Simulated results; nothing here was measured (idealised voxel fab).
Herein follows the process module entitled voxel wiring stack.
Cross-sectional view cut (width: 220 nm; square cell size: 5 nm).
Cross-section spec: square-cell grid; bands listed top down; each band is one or more rows.
In this notation a band is specified by the heights of its top and bottom, in that order and in nm, after which its materials appear from left to right, each paired with its width in nm. The word "everywhere" attached to a single material means that material fills the band from edge to edge; the word "blank" stands for empty space.
Heights are expressed relative to 0, this being the level below which the as-received wafer comprises one material exclusively. The lowest band is unbounded in the downward direction and is denoted as in "top 0, no bottom".
A width given as "30..40" starts at the first number in the band's top row and ends at the second number in its bottom row, shifting by an equal amount at every step from row to row.
The designation "changes: none", where it is given for a processing step, indicates that no cell of the cross-section was altered in the course of that step.
Heads up: "Completely sealed voids" only lists the empty pockets with no open path to the top that are 8 cells or more, and it writes them as width x height at distance, distance from the left edge, in nm.
It should be noted that, on the line of a given step, the content following the step's settings is a remark produced by the simulator itself with respect to that step.
A step's line can hold "overlay nm"; with a mask on that step, the setting says how far right of the planned place the mask lay, while a negative setting says it lay to the left.
Process steps - plan
1. RECEIVE (material Si)
2. CONFORMAL_DEP (material SiO2; thk nm 15)
3. DIRECTIONAL_DEP (material TiN; thk nm 5)
4. DIRECTIONAL_DEP (material W; thk nm 15)
5. DIRECTIONAL_DEP (material aC; thk nm 10)
6. PATTERN (tone cover; mask id METAL_1; material resist; width nm 25; pitch nm 40; thk nm 30; overlay nm 0)
7. DIRECTIONAL_ETCH (etch materials aC; depth nm 10)
8. STRIP (etch materials resist)
9. DIRECTIONAL_ETCH (etch materials W; depth nm 15)
10. DIRECTIONAL_ETCH (etch materials TiN; depth nm 5)
11. STRIP (etch materials aC)
12. CONFORMAL_DEP (material SiCN; thk nm 5)
13. FILL_DEP (material SiO2; thk nm 5)
14. CMP (height nm 35)
15. CONFORMAL_DEP (material SiCN; thk nm 5)
16. DIRECTIONAL_DEP (material SiO2; thk nm 30)
17. DIRECTIONAL_DEP (material aC; thk nm 10)
18. PATTERN (tone open; mask id METAL_2; material resist; width nm 25; pitch nm 40; thk nm 30; overlay nm 0)
19. DIRECTIONAL_ETCH (etch materials aC; depth nm 10)
20. STRIP (etch materials resist)
21. DIRECTIONAL_ETCH (etch materials SiO2; depth nm 15)
22. STRIP (etch materials aC)
23. MASKED_ETCH (tone open; mask id METAL_2_HOLES; width nm 15; pitch nm 40; etch materials SiO2; depth nm 15; overlay nm 0)
24. MASKED_ETCH (tone open; mask id METAL_2_HOLES; width nm 15; pitch nm 40; etch materials SiCN; depth nm 5; overlay nm 0)
25. CONFORMAL_DEP (material TiN; thk nm 5)
26. FILL_DEP (material Cu; thk nm 10)
27. CMP (height nm 70)
28. CONFORMAL_DEP (material SiN; thk nm 5)
Here's what the wafer looked like in cross-section when it arrived - that's after step 1
top 0, no bottom: Si everywhere
Completely sealed voids: none
Post-module cross-section of the first of two wafers (run per plan)
top 75, bottom 70: SiN everywhere
top 70, bottom 60: SiO2=75, then TiN=5, then Cu=15, then TiN=5, then SiO2=15, then TiN=5, then Cu=15, then TiN=5, then SiO2=80
top 60, bottom 55: SiO2=75, then TiN=5, then Cu=5, then TiN=15, then SiO2=15, then TiN=5, then Cu=5, then TiN=15, then SiO2=80
top 55, bottom 40: SiO2=75, then TiN=5, then Cu=5, then TiN=5, then SiO2=25, then TiN=5, then Cu=5, then TiN=5, then SiO2=90
top 40, bottom 35: SiCN=75, then TiN=15, then SiCN=25, then TiN=15, then SiCN=90
top 35, bottom 20: SiO2=70, then SiCN=5, then W=25, then SiCN=5, then SiO2=5, then SiCN=5, then W=25, then SiCN=5, then SiO2=75
top 20, bottom 15: SiCN=75, then TiN=25, then SiCN=15, then TiN=25, then SiCN=80
top 15, bottom 0: SiO2 everywhere
top 0, no bottom: Si everywhere
Completely sealed voids: none
What the second wafer looks like in cross-section once the module is done. Its start and its plan matched the first wafer's exactly; what differed was one mistake in how it was run
top 75, bottom 70: SiN everywhere
top 70, bottom 65: Cu everywhere
top 65, bottom 60: TiN=80, then Cu=15, then TiN=25, then Cu=15, then TiN=85
top 60, bottom 50: SiO2=75, then TiN=5, then Cu=15, then TiN=5, then SiO2=15, then TiN=5, then Cu=15, then TiN=5, then SiO2=80
top 50, bottom 45: SiO2=75, then TiN=5, then Cu=5, then TiN=15, then SiO2=15, then TiN=5, then Cu=5, then TiN=15, then SiO2=80
top 45, bottom 30: SiO2=75, then TiN=5, then Cu=5, then TiN=5, then SiO2=25, then TiN=5, then Cu=5, then TiN=5, then SiO2=90
top 30, bottom 25: SiCN=75, then TiN=15, then SiCN=25, then TiN=15, then SiCN=90
top 25, bottom 20: SiO2=70, then SiCN=5, then W=25, then SiCN=5, then SiO2=5, then SiCN=5, then W=25, then SiCN=5, then SiO2=75
top 20, bottom 15: SiCN=75, then TiN=25, then SiCN=15, then TiN=25, then SiCN=80
top 15, bottom 0: SiO2 everywhere
top 0, no bottom: Si everywhere
Completely sealed voids: none
Want to know what went wrong? step 14: run off-plan, actual operation and settings CMP (height nm 25)
Count the cells at the end and the second wafer has more or fewer of some materials than the first: Cu +50; SiCN -8; SiO2 -60; TiN +38; W -20
